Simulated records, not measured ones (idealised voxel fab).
This section sets out a process module, namely voxel spacer lines.
FYI the section here is cut, 155 nm wide, cells are 5 nm squares.
In this document a cross-section is written as a grid of square cells. It is given as a series of bands, listed from the top down, and a band is one or more rows of cells.
What a band's entry tells you: where the top is and where the bottom is, as heights in nm, and after that what lies inside, material by material from left to right, each with its width in nm. Empty space is written as the word "empty", and a single material marked with the word "full width" occupies the band from edge to edge.
Zero point of the height axis is 0; under it, received wafer = one material. Lowest band: continues down indefinitely, "0 -> down".
A two-number width, for instance "30->40", indicates that the width is equal to the first number in the top row of the band and to the second number in the bottom row, and that it changes by a constant amount per row of cells.
You'll sometimes find "nothing changed" written for a step, and that's the way of saying that nowhere in the cross-section did a cell change during that step.
Closed empty spaces (no open way to the top) of 8 cells or more are what "Closed voids list" lists, each as width x height at distance from the left edge, nm for all three.
Formally, on a step line, whatever follows the settings is a remark that the simulator itself makes on the step.
When a step includes a mask, the "overlay nm" setting on its line states how far to the right of its planned place that mask lay, and negative values state how far to the left.
## Process steps - plan
step 1: RECEIVE: material Si
step 2: CONFORMAL_DEP: material SiO2, thk nm 10
step 3: DIRECTIONAL_DEP: material polySi, thk nm 10
step 4: DIRECTIONAL_DEP: material aC, thk nm 30
step 5: PATTERN: tone cover, mask id MANDREL, material resist, width nm 20, pitch nm 60, thk nm 35, overlay nm 0
step 6: DIRECTIONAL_ETCH: etch materials aC, depth nm 30
step 7: STRIP: etch materials resist
step 8: CONFORMAL_DEP: material SiN, thk nm 10
step 9: DIRECTIONAL_ETCH: etch materials SiN, depth nm 10
step 10: STRIP: etch materials aC
step 11: DIRECTIONAL_ETCH: etch materials polySi, depth nm 10
step 12: STRIP: etch materials SiN
## Step 1 complete: cross-section of the wafer as received
0 -> down = Si full width
Closed voids list: none
## Here's the cross-section of the first of our two wafers at the end of the module - it ran as planned
20 -> 10 = empty: 25, then polySi: 10, then empty: 20, then polySi: 10, then empty: 20, then polySi: 10, then empty: 20, then polySi: 10, then empty: 30
10 -> 0 = SiO2 full width
0 -> down = Si full width
Closed voids list: none
## The second wafer, shown in cross-section after the module: started the same way as the first and given the same plan, yet one mistake crept into how it was run
20 -> 10 = empty: 30, then polySi: 10, then empty: 15, then polySi: 10, then empty: 25, then polySi: 10, then empty: 15, then polySi: 10, then empty: 30
10 -> 0 = SiO2 full width
0 -> down = Si full width
Closed voids list: none
Which mistake was made when the wafer was run? step 5 was processed under conditions differing from the plan, specifically as PATTERN: tone cover, mask id MANDREL, material resist, width nm 15, pitch nm 60, thk nm 35, overlay nm 0
At the end, each material covers as many cells on the second wafer as it does on the first, though the cells it covers are elsewhere.
